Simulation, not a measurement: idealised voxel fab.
Process module heading - voxel ribs on slabs
Shown is cross-section cut, with a width of 250 nm and square cells of size 5 nm.
Format of a cross-section: grid, square cells. Given as bands. Order: top down. Band: one or more rows of cells. For a band, the entry starts with two heights in nm, that of the top and then that of the bottom, and carries on with the band's materials in order from left to right, each alongside its width in nm; the word "edge to edge" beside a single material means it fills the band edge to edge, and "empty" means empty space. Where do heights start? At 0: under that level the wafer as delivered is made of one material only. And the lowest band has no floor; it just carries on downward, as in "top 0, no bottom". The width entry "30->40" should be interpreted row by row: the top row of cells in the band takes the first number, the bottom row takes the second number, and the change between adjacent rows is uniform throughout. Where the words "no modifications" appear for a step, the cross-section shows no cell changed by that step; every cell remained as before. So "Voids, sealed" is basically the list of trapped voids: any empty space of 8 cells or more that can't reach the top through an opening. They're written width x height at distance, the distance being from the left edge, and it's all nm. Read whatever lies past the settings on a step's line as the simulator's own remark about the step. overlay nm: where the mask lay relative to plan, measured to the right, on steps with a mask; negatives go left.

The process steps that were planned are listed below
step 1: RECEIVE [material Si]
step 2: DIRECTIONAL_DEP [material SiO2] [thk nm 20]
step 3: DIRECTIONAL_DEP [material SiN] [thk nm 25]
step 4: PATTERN [tone cover] [mask id RIB] [material resist] [width nm 25] [thk nm 15] [overlay nm 0]
step 5: DIRECTIONAL_ETCH [etch materials SiN] [depth nm 5]
step 6: STRIP [etch materials resist]
step 7: DIRECTIONAL_DEP [material aC] [thk nm 10]
step 8: PATTERN [tone cover] [mask id SLAB] [material resist] [width nm 45] [thk nm 25] [overlay nm 0]
step 9: DIRECTIONAL_ETCH [etch materials aC] [depth nm 10]
step 10: STRIP [etch materials resist]
step 11: DIRECTIONAL_ETCH [etch materials SiN] [depth nm 20]
step 12: STRIP [etch materials aC]
step 13: FILL_DEP [material SiO2] [thk nm 25]
step 14: CMP [height nm 65]
step 15: DIRECTIONAL_DEP [material TiN] [thk nm 10]
step 16: DIRECTIONAL_DEP [material aC] [thk nm 15]
step 17: PATTERN [tone cover] [mask id HEATER] [material resist] [width nm 35] [thk nm 35] [overlay nm 0]
step 18: DIRECTIONAL_ETCH [etch materials aC] [depth nm 15]
step 19: STRIP [etch materials resist]
step 20: DIRECTIONAL_ETCH [etch materials TiN] [depth nm 10]
step 21: STRIP [etch materials aC]
step 22: CONFORMAL_DEP [material SiN] [thk nm 10]
Be aware that, although all wafers share a common starting state, the width nm at step 8 differs among them, and the plan displays the first wafer's value.

As received, i.e. after step 1: cross-section through the first of several wafers
  top 0, no bottom: Si edge to edge
  Voids, sealed: none

Last step of the module is step 22; after it, the first of several wafers in cross-section
  top 85, bottom 75: empty 95 nm, then SiN 55 nm, then empty 100 nm
  top 75, bottom 65: SiN 105 nm, then TiN 35 nm, then SiN 110 nm
  top 65, bottom 45: SiO2 edge to edge
  top 45, bottom 40: SiO2 110 nm, then SiN 25 nm, then SiO2 115 nm
  top 40, bottom 20: SiO2 100 nm, then SiN 45 nm, then SiO2 105 nm
  top 20, bottom 0: SiO2 edge to edge
  top 0, no bottom: Si edge to edge
  Voids, sealed: none

Cross-sectional view, end of module, last wafer of several
  top 85, bottom 75: empty 95 nm, then SiN 55 nm, then empty 100 nm
  top 75, bottom 65: SiN 105 nm, then TiN 35 nm, then SiN 110 nm
  top 65, bottom 45: SiO2 edge to edge
  top 45, bottom 40: SiO2 110 nm, then SiN 25 nm, then SiO2 115 nm
  top 40, bottom 20: SiO2 90 nm, then SiN 70 nm, then SiO2 90 nm
  top 20, bottom 0: SiO2 edge to edge
  top 0, no bottom: Si edge to edge
  Voids, sealed: none

Tabulated below, wafer by wafer, are the end-of-module results: for each material, the number of cells gained (+) or lost (-) relative to the as-received state, followed by the closed voids
width nm 45 | +149 SiN | +609 SiO2 | +14 TiN | Voids, sealed: none
width nm 50 | +153 SiN | +605 SiO2 | +14 TiN | Voids, sealed: none
width nm 55 | +157 SiN | +601 SiO2 | +14 TiN | Voids, sealed: none
width nm 60 | +161 SiN | +597 SiO2 | +14 TiN | Voids, sealed: none
width nm 65 | +165 SiN | +593 SiO2 | +14 TiN | Voids, sealed: none
width nm 70 | +169 SiN | +589 SiO2 | +14 TiN | Voids, sealed: none
